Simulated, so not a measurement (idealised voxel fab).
process module | voxel self aligned contacts
cross-section cut | 225 nm wide | cells 5 nm
A cross-section is a grid of square cells, given in bands from the top down. A band is one or more rows of cells.
Each band's line starts with the height of the band's top and of its bottom, in nm. Then come its materials from left to right, each with its width in nm. One material with "throughout" fills the band from edge to edge. "air" is empty space.
Height 0 is the level under which the wafer as received is all one material. The lowest band goes on downwards, as in "0 down".
A width such as "30 to 40" changes by the same amount from each row of cells to the next, from the band's top row to its bottom row.
"no change" after a step means that no cell of the cross-section changed.
closed voids: empty space of 8 cells or more with no open way to the top, each as width x height at its distance from the left edge, in nm
after a step's settings: what the simulator itself notes on the step
overlay nm, on a step with a mask: how far to the right of its planned place the mask lay; to the left if negative
plan
1 op RECEIVE | material Si
2 op CONFORMAL_DEP | material SiO2 | thk nm 5
3 op DIRECTIONAL_DEP | material polySi | thk nm 25
4 op DIRECTIONAL_DEP | material SiN | thk nm 20
5 op MASKED_ETCH | tone cover | mask id GATE | width nm 30 | pitch nm 70 | etch materials SiN | depth nm 20 | overlay nm 0
6 op MASKED_ETCH | tone cover | mask id GATE | width nm 30 | pitch nm 70 | etch materials polySi | depth nm 25 | overlay nm 0
7 op CONFORMAL_DEP | material SiN | thk nm 10
8 op DIRECTIONAL_ETCH | etch materials SiN | depth nm 10
9 op FILL_DEP | material SiO2 | thk nm 10
10 op CMP | height nm 55
11 op PATTERN | tone open | mask id CONTACT | material resist | width nm 50 | thk nm 20 | overlay nm -15
12 op DIRECTIONAL_ETCH | etch materials SiO2 | depth nm 55
13 op STRIP | etch materials resist
14 op CONFORMAL_DEP | material TiN | thk nm 5
15 op FILL_DEP | material Ru | thk nm 10
16 op CMP | height nm 55
17 op CONFORMAL_DEP | material SiCN | thk nm 5
varied across the wafers: overlay nm of step 11. The plan shows the first wafer's value. All wafers start alike
first wafer as received, after step 1
  0 down: Si throughout
  closed voids: none
first wafer at the end, after step 17
  60 to 55: SiCN throughout
  55 to 50: SiO2 70 | TiN 35 | Ru 10 | TiN 5 | SiO2 105
  50 to 30: SiO2 50 | SiN 50 | TiN 5 | Ru 10 | TiN 5 | SiN 50 | SiO2 55
  30 to 5: SiO2 50 | SiN 10 | polySi 30 | SiN 10 | TiN 5 | Ru 10 | TiN 5 | SiN 10 | polySi 30 | SiN 10 | SiO2 55
  5 to 0: SiO2 100 | TiN 20 | SiO2 105
  0 down: Si throughout
  closed voids: none
last wafer at the end
  60 to 55: SiCN throughout
  55 to 50: SiO2 100 | TiN 5 | Ru 10 | TiN 35 | SiO2 75
  50 to 30: SiO2 50 | SiN 50 | TiN 5 | Ru 10 | TiN 5 | SiN 50 | SiO2 55
  30 to 5: SiO2 50 | SiN 10 | polySi 30 | SiN 10 | TiN 5 | Ru 10 | TiN 5 | SiN 10 | polySi 30 | SiN 10 | SiO2 55
  5 to 0: SiO2 100 | TiN 20 | SiO2 105
  0 down: Si throughout
  closed voids: none
each wafer at the end: cells of each material gained (+) or lost (-) since it was received, then its closed voids
overlay nm -15 | +20 Ru | +45 SiCN | +120 SiN | +265 SiO2 | +30 TiN | +60 polySi | closed voids: none
overlay nm -10 | +20 Ru | +45 SiCN | +120 SiN | +265 SiO2 | +30 TiN | +60 polySi | closed voids: none
overlay nm -5 | +20 Ru | +45 SiCN | +120 SiN | +265 SiO2 | +30 TiN | +60 polySi | closed voids: none
overlay nm 0 | +20 Ru | +45 SiCN | +120 SiN | +265 SiO2 | +30 TiN | +60 polySi | closed voids: none
overlay nm 5 | +20 Ru | +45 SiCN | +120 SiN | +265 SiO2 | +30 TiN | +60 polySi | closed voids: none
overlay nm 10 | +20 Ru | +45 SiCN | +120 SiN | +265 SiO2 | +30 TiN | +60 polySi | closed voids: none
overlay nm 15 | +20 Ru | +45 SiCN | +120 SiN | +265 SiO2 | +30 TiN | +60 polySi | closed voids: none
